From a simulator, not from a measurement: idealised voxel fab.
You're looking at the process module voxel double patterning.
We display cut, a cross-section 235 nm in width whose square cells are each 5 nm.
Format of a cross-section: grid, square cells. Given as bands. Order: top down. Band: one or more rows of cells.
The band entry comprises the height of the band's top followed by the height of its bottom, expressed in nm, and subsequently the band's materials from left to right, each stated together with its width in nm. Where a single material is marked with the word "everywhere", that material fills the band from edge to edge. The word "empty" represents empty space.
Convention: height 0 is the level below which the wafer, as received, is all one material. The lowest band does not terminate at the bottom but continues downward, represented as "z 0 and below".
Width "30..40": first value at the band's top row of cells, second value at its bottom row, equal change from row to row.
Step marked "all unchanged"? Then no cell in the cross-section changed in it.
Any empty space of 8 cells or more lacking an open way to the top shows up in "Enclosed voids" as width x height at distance, distance from the left edge, in nm.
Step line, after settings: the simulator's comment on this step.
overlay nm: for a step with a mask, the amount by which the mask lay right of where it was planned; a negative amount means left of it.
Here's what the planned process steps look like:
| 1 | RECEIVE with material Si |
| 2 | CONFORMAL_DEP with material SiN, thk nm 10 |
| 3 | DIRECTIONAL_DEP with material SiO2, thk nm 20 |
| 4 | DIRECTIONAL_DEP with material SiCN, thk nm 5 |
| 5 | MASKED_ETCH with tone open, mask id FIRST, width nm 15, pitch nm 50, etch materials SiCN, depth nm 5, overlay nm 0 |
| 6 | DIRECTIONAL_DEP with material aC, thk nm 15 |
| 7 | PATTERN with tone open, mask id SECOND, material resist, width nm 15, pitch nm 50, thk nm 35, overlay nm 0 |
| 8 | DIRECTIONAL_ETCH with etch materials aC, depth nm 15 |
| 9 | STRIP with etch materials resist |
| 10 | DIRECTIONAL_ETCH with etch materials SiCN, depth nm 5 |
| 11 | STRIP with etch materials aC |
| 12 | DIRECTIONAL_ETCH with etch materials SiO2, depth nm 20 |
| 13 | STRIP with etch materials SiCN |
Delivered wafer in cross-section: state after step 1:
> z 0 and below = Si everywhere
> Enclosed voids: none
First of two wafers at the end of the module, shown in cross-section; run carried out as planned:
> z 30 to 10 = 60 nm SiO2  15 nm empty  10 nm SiO2  15 nm empty  10 nm SiO2  15 nm empty  10 nm SiO2  15 nm empty  10 nm SiO2  15 nm empty  60 nm SiO2
> z 10 to 0 = SiN everywhere
> z 0 and below = Si everywhere
> Enclosed voids: none
Same start, same plan as the first wafer - but one mistake in the run. Cross-section of the second of the two at the end of the module:
> z 30 to 20 = SiN everywhere
> z 20 to 0 = SiO2 everywhere
> z 0 and below = Si everywhere
> Enclosed voids: none
Diagnosis: a sequencing error occurred in which plan steps 2 and 3 were transposed
At the finish, the second wafer shows more or fewer cells for some materials than the first does: SiO2: 60 more
